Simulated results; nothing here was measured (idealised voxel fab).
Process module, titled voxel spacer lines
FYI the section here is cut, 265 nm wide, cells are 5 nm squares.
When this document writes out a cross-section, it uses a grid of square cells and lists it as bands, beginning at the top and moving down, with a band standing for one or more rows of cells. It is stipulated that each band's entry specify, in nanometres, the height of the top of the band and then that of its bottom, followed by the materials of the band in left-to-right sequence, each together with its width in nanometres. A single material marked by the word "all across" is understood to fill the band from edge to edge; the word "empty" is understood to denote empty space. Height is counted from the level 0, under which the received wafer is composed throughout of one material. The lowest of the bands is not closed at the bottom but continues downward, in the notation "0 nm and below". A width such as "30 to 40" changes by the same amount from each row of cells to the next, from the band's top row to its bottom row. Basically "left unchanged" means that step didn't change any cell in the cross-section. "Unvented internal voids" lists enclosed empty spaces (at least 8 cells, no open path upward to the top), each as width x height at distance from the left edge, in nm. Read whatever lies past the settings on a step's line as the simulator's own remark about the step. The line of a step may include "overlay nm". On a step with a mask, this value is how far to the right of its planned place the mask lay. A negative value means the mask lay to the left.
### Intended process steps
| 1 | op RECEIVE | material Si |
| 2 | op CONFORMAL_DEP | material Al2O3 | thk nm 10 |
| 3 | op DIRECTIONAL_DEP | material W | thk nm 10 |
| 4 | op DIRECTIONAL_DEP | material polySi | thk nm 25 |
| 5 | op PATTERN | tone cover | mask id MANDREL | material resist | width nm 20 | pitch nm 70 | thk nm 30 | overlay nm 0 |
| 6 | op DIRECTIONAL_ETCH | etch materials polySi | depth nm 25 |
| 7 | op STRIP | etch materials resist |
| 8 | op CONFORMAL_DEP | material SiO2 | thk nm 15 |
| 9 | op DIRECTIONAL_ETCH | etch materials SiO2 | depth nm 15 |
| 10 | op STRIP | etch materials polySi |
| 11 | op DIRECTIONAL_ETCH | etch materials W | depth nm 10 |
| 12 | op STRIP | etch materials SiO2 |
### As-received state of the wafer in cross-section, equivalent to post-step 1
  0 nm and below = Si all across
  Unvented internal voids: none
### This is how the wafer looks in cross-section once the module is done, given the starting state and plan above and one mistake in carrying the plan out
  20 nm to 10 nm = empty=65, W=15, empty=30, W=15, empty=10, W=15, empty=30, W=15, empty=70
  10 nm to 0 nm = Al2O3 all across
  0 nm and below = Si all across
  Unvented internal voids: none
What broke from the plan during processing? step 5 did not use the planned setting and instead ran as op PATTERN | tone cover | mask id MANDREL | material resist | width nm 30 | pitch nm 70 | thk nm 30 | overlay nm 0
